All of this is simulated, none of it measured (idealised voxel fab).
Proc. module: voxel trench capacitor
Cross-section cut spans 260 nm and uses square cells 5 nm in size.
For the purposes of this document, a cross-section shall be understood as a grid of square cells, specified as bands listed in top-to-bottom order, each band consisting of one or more rows of cells.
What a band's entry tells you: where the top is and where the bottom is, as heights in nm, and after that what lies inside, material by material from left to right, each with its width in nm. Empty space is written as the word "empty", and a single material marked with the word "full width" occupies the band from edge to edge.
Height datum 0, below which the as-received substrate wafer is one material. Lowest band open at the bottom, running downward: "0 nm and below".
Read "30->40" as a graded width: first number on top, second number at the bottom, same change between each pair of neighbouring rows.
It should be understood that the words "nothing was modified", when stated for a given step, signify that the cross-section underwent no change in any of its cells during that step.
So "Enclosed voids" is basically the list of trapped voids: any empty space of 8 cells or more that can't reach the top through an opening. They're written width x height at distance, the distance being from the left edge, and it's all nm.
If you see something after the settings on a step's line, that's the simulator's own remark about that step.
"overlay nm", when on a step's line for a step with a mask, measures how far to the right of its planned place the mask lay; a negative measure means to the left.

# Below is the list of planned process steps
| 1 | RECEIVE with material Si |
| 2 | CONFORMAL_DEP with material SiN, thk nm 5 |
| 3 | MASKED_ETCH with tone open, mask id TRENCH, width nm 30, pitch nm 45, etch materials SiN, depth nm 5, overlay nm 0 |
| 4 | MASKED_ETCH with tone open, mask id TRENCH, width nm 30, pitch nm 45, etch materials Si, depth nm 40, overlay nm 0 |
| 5 | CONFORMAL_DEP with material Al2O3, thk nm 5 |
| 6 | CONFORMAL_DEP with material TiN, thk nm 5 |
| 7 | FILL_DEP with material W, thk nm 5 |
| 8 | CMP with height nm 5 |

# Wafer as received: cross-section following step 1
- 0 nm and below: Si full width
- Enclosed voids: none

# The following cross-section depicts the wafer upon conclusion of the module. Processing commenced from the starting condition illustrated above and adhered to the plan illustrated above, save for one mistake in execution
- 5 nm to 0 nm: Al2O3 70, then SiN 30, then Al2O3 15, then SiN 30, then Al2O3 15, then SiN 30, then Al2O3 70
- 0 nm and below: Si full width
- Enclosed voids: none
What was the processing mistake? step 3 did not happen as planned, as run it was MASKED_ETCH with tone cover, mask id TRENCH, width nm 30, pitch nm 45, etch materials SiN, depth nm 5, overlay nm 0
